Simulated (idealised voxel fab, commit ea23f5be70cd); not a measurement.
Process module under the name voxel capacitor over wiring
It is cross-section cut that appears here, measuring 290 nm in width, its square cells being 5 nm in size.
Bands, listed from the top down, are how a cross-section gets written in this document; the cross-section itself is a grid of square cells, and a band is one or more rows of them.
Top height, bottom height, nm. Materials left to right, width each, nm. Single material + "everywhere" = fills band edge to edge. "blank" = empty.
Heights are reckoned from 0. Under this level, the received wafer is all of one material. The bottommost band is open-ended downward, for example "from 0 down".
Top row gets the first number, bottom row gets the second, and each row in between changes by the same step: that is how a band width like "30..40" works.
No cell of the cross-section changed in a step that is given as "no change".
"Enclosed void catalog": sealed empty spaces, 8 cells or more, no open way to top, listed width x height at distance, with distance from the left edge and width, height and distance in nm.
That trailing text on a step's line, after the settings, is the simulator's own remark on the step.
overlay nm, on a step with a mask: how far to the right of its planned place the mask lay; to the left if negative

The planned process steps are enumerated hereunder:
1) RECEIVE | material Si
2) CONFORMAL_DEP | material SiO2 | thk nm 10
3) CONFORMAL_DEP | material SiN | thk nm 5
4) DIRECTIONAL_DEP | material SiO2 | thk nm 25
5) PATTERN | tone open | mask id METAL_1 | material resist | width nm 20 | pitch nm 75 | thk nm 15 | overlay nm 0
6) DIRECTIONAL_ETCH | etch materials SiO2 | depth nm 25
7) DIRECTIONAL_ETCH | etch materials SiN | depth nm 5
8) STRIP | etch materials resist
9) CONFORMAL_DEP | material TiN | thk nm 5
10) FILL_DEP | material Cu | thk nm 5
11) CMP | height nm 40
12) CONFORMAL_DEP | material SiCN | thk nm 5
13) DIRECTIONAL_DEP | material SiO2 | thk nm 15
14) DIRECTIONAL_DEP | material aC | thk nm 15
15) PATTERN | tone open | mask id PLUG_1 | material resist | width nm 15 | thk nm 35 | overlay nm 0
16) DIRECTIONAL_ETCH | etch materials aC | depth nm 15
17) STRIP | etch materials resist
18) DIRECTIONAL_ETCH | etch materials SiO2 | depth nm 15
19) DIRECTIONAL_ETCH | etch materials SiCN | depth nm 5
20) STRIP | etch materials aC
21) EPI | material Ru | thk nm 10
22) EPI | material Ru | thk nm 10
23) DIRECTIONAL_DEP | material TiN | thk nm 5
24) DIRECTIONAL_DEP | material Al2O3 | thk nm 5
25) DIRECTIONAL_DEP | material TiN | thk nm 5
26) MASKED_ETCH | tone cover | mask id UPPER_PLATE | width nm 60 | etch materials TiN | depth nm 5 | overlay nm 0
27) MASKED_ETCH | tone cover | mask id UPPER_PLATE | width nm 60 | etch materials Al2O3 | depth nm 5 | overlay nm 0
28) MASKED_ETCH | tone cover | mask id LOWER_PLATE | width nm 70 | etch materials TiN | depth nm 5 | overlay nm 0
29) FILL_DEP | material SiO2 | thk nm 15
30) CMP | height nm 85
31) PATTERN | tone open | mask id PLUG_2 | material resist | width nm 15 | thk nm 20 | overlay nm 0
32) DIRECTIONAL_ETCH | etch materials SiO2 | depth nm 10
33) STRIP | etch materials resist
34) CONFORMAL_DEP | material TiN | thk nm 5
35) FILL_DEP | material Ru | thk nm 5
36) CMP | height nm 85
37) CONFORMAL_DEP | material SiCN | thk nm 5

Cross-section of the incoming wafer, state after step 1:
> from 0 down: Si everywhere
> Enclosed void catalog: none

The module was run from the start shown above using the plan shown above, but one mistake was made doing it; the resulting wafer cross-section is below:
> from 90 to 85: SiCN everywhere
> from 85 to 80: SiO2 110 | TiN 5 | Ru 5 | TiN 5 | SiO2 165
> from 80 to 70: SiO2 110..100 | TiN 15..60 | SiO2 165..130
> from 70 to 65: SiO2 100 | Al2O3 60 | SiO2 130
> from 65 to 60: SiO2 95 | TiN 70 | SiO2 125
> from 60 to 45: SiO2 100 | Ru 15 | SiO2 175
> from 45 to 40: SiCN 100 | Ru 15 | SiCN 175
> from 40 to 15: SiO2 105 | TiN 5 | Cu 10 | TiN 5 | SiO2 55 | TiN 5 | Cu 10 | TiN 5 | SiO2 90
> from 15 to 10: SiN 105 | TiN 20 | SiN 55 | TiN 20 | SiN 90
> from 10 to 0: SiO2 everywhere
> from 0 down: Si everywhere
> Enclosed void catalog: none
Error vs. plan: step 5 was processed under conditions differing from the plan, specifically as PATTERN | tone open | mask id METAL_1 | material resist | width nm 20 | pitch nm 75 | thk nm 15 | overlay nm 10
